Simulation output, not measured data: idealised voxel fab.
Process module in this document: voxel wiring stack
In the cross-section labelled cut, the width is 235 nm and each square cell is 5 nm.
Format of a cross-section: grid, square cells. Given as bands. Order: top down. Band: one or more rows of cells. Read a band's entry like this: the first values are the height of its top and the height of its bottom in nm, and what follows is the sequence of materials from left to right, each with its width in nm. Note that "air" is empty space, and that a single material marked "all across" reaches across the band from edge to edge. Height datum 0, below which the as-received substrate wafer is one material. Lowest band open at the bottom, running downward: "0 down". The two numbers in a width such as "30..40" mark its ends across the band: the first belongs to the top row of cells, the second to the bottom row, and from each row to the next the width moves by the same amount. No cell of the cross-section changed in a step that is given as "remains unaltered". For the entry "Closed void inventory", the listed items are empty spaces with no open way to the top whose size is 8 cells or more; each item follows the pattern width x height at distance, where distance is from the left edge and all three are in nm. On a step's line, text after the settings is the simulator commenting on that step. For masked steps, "overlay nm" on the step line gives how far right of plan the mask actually lay; a minus sign means it lay to the left.

## plan
step 1: RECEIVE with material Si
step 2: CONFORMAL_DEP with material SiO2, thk nm 10
step 3: CONFORMAL_DEP with material SiN, thk nm 5
step 4: DIRECTIONAL_DEP with material lowk, thk nm 20
step 5: DIRECTIONAL_DEP with material aC, thk nm 10
step 6: PATTERN with tone open, mask id METAL_1, material resist, width nm 20, pitch nm 45, thk nm 30, overlay nm 0
step 7: DIRECTIONAL_ETCH with etch materials aC, depth nm 10
step 8: STRIP with etch materials resist
step 9: DIRECTIONAL_ETCH with etch materials lowk, depth nm 20
step 10: DIRECTIONAL_ETCH with etch materials SiN, depth nm 5
step 11: STRIP with etch materials aC
step 12: CONFORMAL_DEP with material TiN, thk nm 5
step 13: FILL_DEP with material Ru, thk nm 5
step 14: CMP with height nm 35
step 15: CONFORMAL_DEP with material SiCN, thk nm 5
step 16: DIRECTIONAL_DEP with material lowk, thk nm 35
step 17: MASKED_ETCH with tone open, mask id METAL_2_HOLES, width nm 15, pitch nm 45, etch materials lowk, depth nm 35, overlay nm 0
step 18: DIRECTIONAL_DEP with material aC, thk nm 10
step 19: PATTERN with tone open, mask id METAL_2, material resist, width nm 20, pitch nm 45, thk nm 25, overlay nm 0
step 20: DIRECTIONAL_ETCH with etch materials aC, depth nm 10
step 21: STRIP with etch materials resist
step 22: DIRECTIONAL_ETCH with etch materials lowk, depth nm 20
step 23: DIRECTIONAL_ETCH with etch materials SiCN, depth nm 5
step 24: STRIP with etch materials aC
step 25: CONFORMAL_DEP with material TiN, thk nm 5
step 26: FILL_DEP with material Ru, thk nm 5
step 27: CMP with height nm 75
step 28: CONFORMAL_DEP with material SiCN, thk nm 5

## First wafer of two (run as planned)

## As-received state of the wafer in cross-section, equivalent to post-step 1
> 0 down | Si all across
> Closed void inventory: none

## Cross-section of the wafer after step 2
> 10 to 0 | SiO2 all across
> For the remainder of the cross-section, below 0, there is no change.

## Cross-section of the wafer after step 3
> 15 to 10 | SiN all across
> For the remainder of the cross-section, below 10, there is no change.

## Cross-section of the wafer after step 4
> 35 to 15 | lowk all across
> For the remainder of the cross-section, below 15, there is no change.

## Cross-section of the wafer after step 5
> 45 to 35 | aC all across
> For the remainder of the cross-section, below 35, there is no change.

## Cross-section of the wafer after step 6
> 75 to 45 | 85 resist | 20 air | 25 resist | 20 air | 85 resist
> For the remainder of the cross-section, below 45, there is no change.

## Cross-section of the wafer after step 7
> 65 to 45 | 85 resist | 20 air | 25 resist | 20 air | 85 resist
> 45 to 35 | 85 aC | 20 air | 25 aC | 20 air | 85 aC
> For the remainder of the cross-section, below 35, there is no change.

## Cross-section of the wafer after step 8
> 45 to 35 | 85 aC | 20 air | 25 aC | 20 air | 85 aC
> For the remainder of the cross-section, below 35, there is no change.

## Cross-section of the wafer after step 9
> 45 to 35 | 85 aC | 20 air | 25 aC | 20 air | 85 aC
> 35 to 15 | 85 lowk | 20 air | 25 lowk | 20 air | 85 lowk
> For the remainder of the cross-section, below 15, there is no change.

## Cross-section of the wafer after step 10
> 45 to 35 | 85 aC | 20 air | 25 aC | 20 air | 85 aC
> 35 to 15 | 85 lowk | 20 air | 25 lowk | 20 air | 85 lowk
> 15 to 10 | 85 SiN | 20 air | 25 SiN | 20 air | 85 SiN
> For the remainder of the cross-section, below 10, there is no change.

## Cross-section of the wafer after step 11
> 35 to 15 | 85 lowk | 20 air | 25 lowk | 20 air | 85 lowk
> For the remainder of the cross-section, below 15, there is no change.

## Cross-section of the wafer after step 12
> 40 to 35 | 90 TiN | 10 air | 35 TiN | 10 air | 90 TiN
> 35 to 15 | 85 lowk | 5 TiN | 10 air | 5 TiN | 25 lowk | 5 TiN | 10 air | 5 TiN | 85 lowk
> 15 to 10 | 85 SiN | 20 TiN | 25 SiN | 20 TiN | 85 SiN
> For the remainder of the cross-section, below 10, there is no change.

## Cross-section of the wafer after step 13
> 45 to 40 | Ru all across
> 40 to 35 | 90 TiN | 10 Ru | 35 TiN | 10 Ru | 90 TiN
> 35 to 15 | 85 lowk | 5 TiN | 10 Ru | 5 TiN | 25 lowk | 5 TiN | 10 Ru | 5 TiN | 85 lowk
> For the remainder of the cross-section, below 15, there is no change.

## Cross-section of the wafer after step 14
> 35 to 15 | 85 lowk | 5 TiN | 10 Ru | 5 TiN | 25 lowk | 5 TiN | 10 Ru | 5 TiN | 85 lowk
> For the remainder of the cross-section, below 15, there is no change.

## Cross-section of the wafer after step 15
> 40 to 35 | SiCN all across
> For the remainder of the cross-section, below 35, there is no change.

## Cross-section of the wafer after step 16
> 75 to 40 | lowk all across
> For the remainder of the cross-section, below 40, there is no change.

## Cross-section of the wafer after step 17
> 75 to 40 | 85 lowk | 15 air | 30 lowk | 15 air | 90 lowk
> For the remainder of the cross-section, below 40, there is no change.

## Cross-section of the wafer after step 18
> 85 to 75 | 85 aC | 15 air | 30 aC | 15 air | 90 aC
> 75 to 50 | 85 lowk | 15 air | 30 lowk | 15 air | 90 lowk
> 50 to 40 | 85 lowk | 15 aC | 30 lowk | 15 aC | 90 lowk
> For the remainder of the cross-section, below 40, there is no change.

## Cross-section of the wafer after step 19
> 110 to 85 | 85 resist | 20 air | 25 resist | 20 air | 85 resist
> For the remainder of the cross-section, below 85, there is no change.

## Cross-section of the wafer after step 20
> 100 to 85 | 85 resist | 20 air | 25 resist | 20 air | 85 resist
> 85 to 75 | 85 aC | 20 air | 25 aC | 20 air | 85 aC
> 75 to 40 | 85 lowk | 15 air | 30 lowk | 15 air | 90 lowk
> For the remainder of the cross-section, below 40, there is no change.

## Cross-section of the wafer after step 21
> 85 to 75 | 85 aC | 20 air | 25 aC | 20 air | 85 aC
> For the remainder of the cross-section, below 75, there is no change.

## Cross-section of the wafer after step 22
> 85 to 75 | 85 aC | 20 air | 25 aC | 20 air | 85 aC
> 75 to 55 | 85 lowk | 20 air | 25 lowk | 20 air | 85 lowk
> For the remainder of the cross-section, below 55, there is no change.

## Cross-section of the wafer after step 23
> 85 to 75 | 85 aC | 20 air | 25 aC | 20 air | 85 aC
> 75 to 55 | 85 lowk | 20 air | 25 lowk | 20 air | 85 lowk
> 55 to 40 | 85 lowk | 15 air | 30 lowk | 15 air | 90 lowk
> 40 to 35 | 85 SiCN | 15 air | 30 SiCN | 15 air | 90 SiCN
> For the remainder of the cross-section, below 35, there is no change.

## Cross-section of the wafer after step 24
> 75 to 55 | 85 lowk | 20 air | 25 lowk | 20 air | 85 lowk
> For the remainder of the cross-section, below 55, there is no change.

## Cross-section of the wafer after step 25
> 80 to 75 | 90 TiN | 10 air | 35 TiN | 10 air | 90 TiN
> 75 to 60 | 85 lowk | 5 TiN | 10 air | 5 TiN | 25 lowk | 5 TiN | 10 air | 5 TiN | 85 lowk
> 60 to 55 | 85 lowk | 5 TiN | 5 air | 10 TiN | 25 lowk | 5 TiN | 5 air | 10 TiN | 85 lowk
> 55 to 40 | 85 lowk | 5 TiN | 5 air | 5 TiN | 30 lowk | 5 TiN | 5 air | 5 TiN | 90 lowk
> 40 to 35 | 85 SiCN | 15 TiN | 30 SiCN | 15 TiN | 90 SiCN
> For the remainder of the cross-section, below 35, there is no change.

## Cross-section of the wafer after step 26
> 85 to 80 | Ru all across
> 80 to 75 | 90 TiN | 10 Ru | 35 TiN | 10 Ru | 90 TiN
> 75 to 60 | 85 lowk | 5 TiN | 10 Ru | 5 TiN | 25 lowk | 5 TiN | 10 Ru | 5 TiN | 85 lowk
> 60 to 55 | 85 lowk | 5 TiN | 5 Ru | 10 TiN | 25 lowk | 5 TiN | 5 Ru | 10 TiN | 85 lowk
> 55 to 40 | 85 lowk | 5 TiN | 5 Ru | 5 TiN | 30 lowk | 5 TiN | 5 Ru | 5 TiN | 90 lowk
> For the remainder of the cross-section, below 40, there is no change.

## Cross-section of the wafer after step 27
> 75 to 60 | 85 lowk | 5 TiN | 10 Ru | 5 TiN | 25 lowk | 5 TiN | 10 Ru | 5 TiN | 85 lowk
> For the remainder of the cross-section, below 60, there is no change.

## Cross-section of the wafer after step 28
> 80 to 75 | SiCN all across
> For the remainder of the cross-section, below 75, there is no change.

## Second wafer, same starting conditions and recipe as the first, one mistake in executing it, nothing differs from the first up to and including step 21

## X-section, second wafer, when step 22 was due to finish
> 85 to 75 | 85 aC | 20 air | 25 aC | 20 air | 85 aC
> 75 to 45 | 85 lowk | 20 air | 25 lowk | 20 air | 85 lowk
> For the remainder of the cross-section, below 45, there is no change.

## X-section, second wafer, when step 23 was due to finish
> 85 to 75 | 85 aC | 20 air | 25 aC | 20 air | 85 aC
> 75 to 45 | 85 lowk | 20 air | 25 lowk | 20 air | 85 lowk
> 45 to 40 | 85 lowk | 15 air | 30 lowk | 15 air | 90 lowk
> 40 to 35 | 85 SiCN | 15 air | 30 SiCN | 15 air | 90 SiCN
> For the remainder of the cross-section, below 35, there is no change.

## X-section, second wafer, when step 24 was due to finish
> 75 to 45 | 85 lowk | 20 air | 25 lowk | 20 air | 85 lowk
> For the remainder of the cross-section, below 45, there is no change.

## X-section, second wafer, when step 25 was due to finish
> 80 to 75 | 90 TiN | 10 air | 35 TiN | 10 air | 90 TiN
> 75 to 50 | 85 lowk | 5 TiN | 10 air | 5 TiN | 25 lowk | 5 TiN | 10 air | 5 TiN | 85 lowk
> 50 to 40 | 85 lowk | 5 TiN | 5 air | 10..5 TiN | 25..30 lowk | 5 TiN | 5 air | 10..5 TiN | 85..90 lowk
> 40 to 35 | 85 SiCN | 15 TiN | 30 SiCN | 15 TiN | 90 SiCN
> For the remainder of the cross-section, below 35, there is no change.

## X-section, second wafer, when step 26 was due to finish
> 85 to 80 | Ru all across
> 80 to 75 | 90 TiN | 10 Ru | 35 TiN | 10 Ru | 90 TiN
> 75 to 50 | 85 lowk | 5 TiN | 10 Ru | 5 TiN | 25 lowk | 5 TiN | 10 Ru | 5 TiN | 85 lowk
> 50 to 40 | 85 lowk | 5 TiN | 5 Ru | 10..5 TiN | 25..30 lowk | 5 TiN | 5 Ru | 10..5 TiN | 85..90 lowk
> For the remainder of the cross-section, below 40, there is no change.

## X-section, second wafer, when step 27 was due to finish
> 75 to 50 | 85 lowk | 5 TiN | 10 Ru | 5 TiN | 25 lowk | 5 TiN | 10 Ru | 5 TiN | 85 lowk
> For the remainder of the cross-section, below 50, there is no change.

## X-section, second wafer, when step 28 was due to finish
> 80 to 75 | SiCN all across
> For the remainder of the cross-section, below 75, there is no change.
The plan and the run diverged here: step 22 off recipe, ran as DIRECTIONAL_ETCH with etch materials lowk, depth nm 30
Count the cells at the end and the second wafer has more or fewer of some materials than the first: Ru: 4 more | lowk: 4 fewer
